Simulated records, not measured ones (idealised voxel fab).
process module | voxel double patterning
cross-section cut | 240 nm wide | cells 5 nm
A cross-section is a grid of square cells, given in bands from the top down. A band is one or more rows of cells.
Each band's line starts with the height of the band's top and of its bottom, in nm. Then come its materials from left to right, each with its width in nm. One material with "throughout" fills the band from edge to edge. "air" is empty space.
Height 0 is the level under which the wafer as received is all one material. The lowest band goes on downwards, as in "0 down".
A width such as "30 to 40" changes by the same amount from each row of cells to the next, from the band's top row to its bottom row.
"no change" after a step means that no cell of the cross-section changed.
closed voids: empty space of 8 cells or more with no open way to the top, each as width x height at its distance from the left edge, in nm
after a step's settings: what the simulator itself notes on the step
overlay nm, on a step with a mask: how far to the right of its planned place the mask lay; to the left if negative
plan
1 op RECEIVE | material Si
2 op CONFORMAL_DEP | material SiO2 | thk nm 10
3 op DIRECTIONAL_DEP | material W | thk nm 15
4 op DIRECTIONAL_DEP | material SiCN | thk nm 5
5 op PATTERN | tone open | mask id FIRST | material resist | width nm 15 | pitch nm 50 | thk nm 15 | overlay nm 0
6 op DIRECTIONAL_ETCH | etch materials SiCN | depth nm 5
7 op STRIP | etch materials resist
8 op DIRECTIONAL_DEP | material aC | thk nm 10
9 op PATTERN | tone open | mask id SECOND | material resist | width nm 15 | thk nm 30 | overlay nm 0
10 op DIRECTIONAL_ETCH | etch materials aC | depth nm 10
11 op STRIP | etch materials resist
12 op DIRECTIONAL_ETCH | etch materials SiCN | depth nm 5
13 op STRIP | etch materials aC
14 op DIRECTIONAL_ETCH | etch materials W | depth nm 15
15 op STRIP | etch materials SiCN
as received, after step 1
  0 down: Si throughout
  closed voids: none
a wafer at the end: this start, this plan, one mistake
  25 to 10: W 95 | air 30 | W 20 | air 15 | W 80
  10 to 0: SiO2 throughout
  0 down: Si throughout
  closed voids: none
what went wrong: step 5 ran as: op PATTERN | tone open | mask id FIRST | material resist | width nm 15 | pitch nm 50 | thk nm 15 | overlay nm 10
